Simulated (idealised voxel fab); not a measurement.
The following process module bears the name voxel transistor to metal.
Pictured: cross-section cut, 205 nm wide, on a grid of 5 nm square cells.
This document writes a cross-section as a grid whose cells are square, and gives it as bands, listed from the top down; one or more rows of cells form a band. Look at the band entry: it leads with the top's height and the bottom's height in nm. Then it lists the materials left to right, with a width in nm for each. The word "everywhere" on a single material says that material fills the band edge to edge. The word "blank" is empty space. Basically, 0 is our baseline, since under it the wafer straight out of the box is all one material. The bottom band has no lower end and keeps on going down, so it looks like "0 and below". Graded width ("30 to 40"): value in top row of band = first number; value in bottom row = second number; row-to-row change constant. When a step is marked "remained the same", none of the cells in the cross-section changed during that step. "Enclosed empty spaces" contains a list of empty spaces, each no smaller than 8 cells and without an open way to the top, written in the form width x height at distance with the distance from the left edge and all three in nm. Heads up: the bit after the settings on a step's line is the simulator's remark on that step. overlay nm: right-of-plan distance of the mask on a masked step; negative values mean left-of-plan.

# The following list gives the planned process steps
- 1: RECEIVE,material Si
- 2: OXIDIZE,depth nm 5
- 3: CONFORMAL_DEP,material SiN,thk nm 15
- 4: PATTERN,tone cover,mask id ACTIVE,material resist,width nm 100,thk nm 15,overlay nm 0
- 5: DIRECTIONAL_ETCH,etch materials SiN,depth nm 15
- 6: DIRECTIONAL_ETCH,etch materials SiO2,depth nm 5
- 7: DIRECTIONAL_ETCH,etch materials Si,depth nm 30
- 8: STRIP,etch materials resist
- 9: OXIDIZE,depth nm 5
- 10: FILL_DEP,material SiO2,thk nm 10
- 11: CMP,height nm 15
- 12: SELECTIVE_ETCH,etch materials SiO2,depth nm 5
- 13: STRIP,etch materials SiN
- 14: SELECTIVE_ETCH,etch materials SiO2,depth nm 5
- 15: OXIDIZE,depth nm 5
- 16: DIRECTIONAL_DEP,material polySi,thk nm 30
- 17: DIRECTIONAL_DEP,material SiCN,thk nm 15
- 18: MASKED_ETCH,tone cover,mask id GATE,width nm 20,etch materials SiCN,depth nm 25,overlay nm 0
- 19: MASKED_ETCH,tone cover,mask id GATE,width nm 20,etch materials polySi,depth nm 40,overlay nm 0
- 20: CONFORMAL_DEP,material SiN,thk nm 10
- 21: DIRECTIONAL_ETCH,etch materials SiN,depth nm 10
- 22: DIRECTIONAL_ETCH,etch materials SiO2,depth nm 5
- 23: DIRECTIONAL_ETCH,etch materials Si,depth nm 10
- 24: EPI,material SiGe,thk nm 15
- 25: FILL_DEP,material SiO2,thk nm 10
- 26: CMP,height nm 40
- 27: DIRECTIONAL_DEP,material SiO2,thk nm 10
- 28: PATTERN,tone open,mask id CONTACT,material resist,width nm 20,pitch nm 70,thk nm 15,overlay nm 0
- 29: DIRECTIONAL_ETCH,etch materials SiO2,depth nm 55
- 30: STRIP,etch materials resist
- 31: CONFORMAL_DEP,material TiN,thk nm 5
- 32: FILL_DEP,material W,thk nm 10
- 33: CMP,height nm 50
- 34: DIRECTIONAL_DEP,material TiN,thk nm 5
- 35: DIRECTIONAL_DEP,material Ru,thk nm 25
- 36: MASKED_ETCH,tone cover,mask id METAL_1,width nm 20,pitch nm 70,etch materials Ru,depth nm 25,overlay nm 0
- 37: MASKED_ETCH,tone cover,mask id METAL_1,width nm 20,pitch nm 70,etch materials TiN,depth nm 5,overlay nm 0
- 38: FILL_DEP,material SiO2,thk nm 5
- 39: CMP,height nm 80
- 40: CONFORMAL_DEP,material SiN,thk nm 5
The wafers are alike at the start. At step 12, their depth nm differs. The plan lists the first wafer's value.

# Cross-section of the first of several wafers as received (after step 1)
  0 and below | Si everywhere
  Enclosed empty spaces: none

# Per wafer (row), end of module: delta in cells per material since receipt, (+) for gained, (-) for lost; closed voids after that
depth nm 5 | +40 Ru | -240 Si | +12 SiCN | +42 SiGe | +85 SiN | +646 SiO2 | +56 TiN | +32 W | +24 polySi | Enclosed empty spaces: none
depth nm 10 | +40 Ru | -240 Si | +12 SiCN | +42 SiGe | +81 SiN | +650 SiO2 | +56 TiN | +32 W | +24 polySi | Enclosed empty spaces: none
depth nm 15 | +40 Ru | -240 Si | +12 SiCN | +44 SiGe | +77 SiN | +652 SiO2 | +56 TiN | +32 W | +24 polySi | Enclosed empty spaces: none
depth nm 20 | +40 Ru | -238 Si | +12 SiCN | +44 SiGe | +81 SiN | +650 SiO2 | +52 TiN | +32 W | +24 polySi | Enclosed empty spaces: none
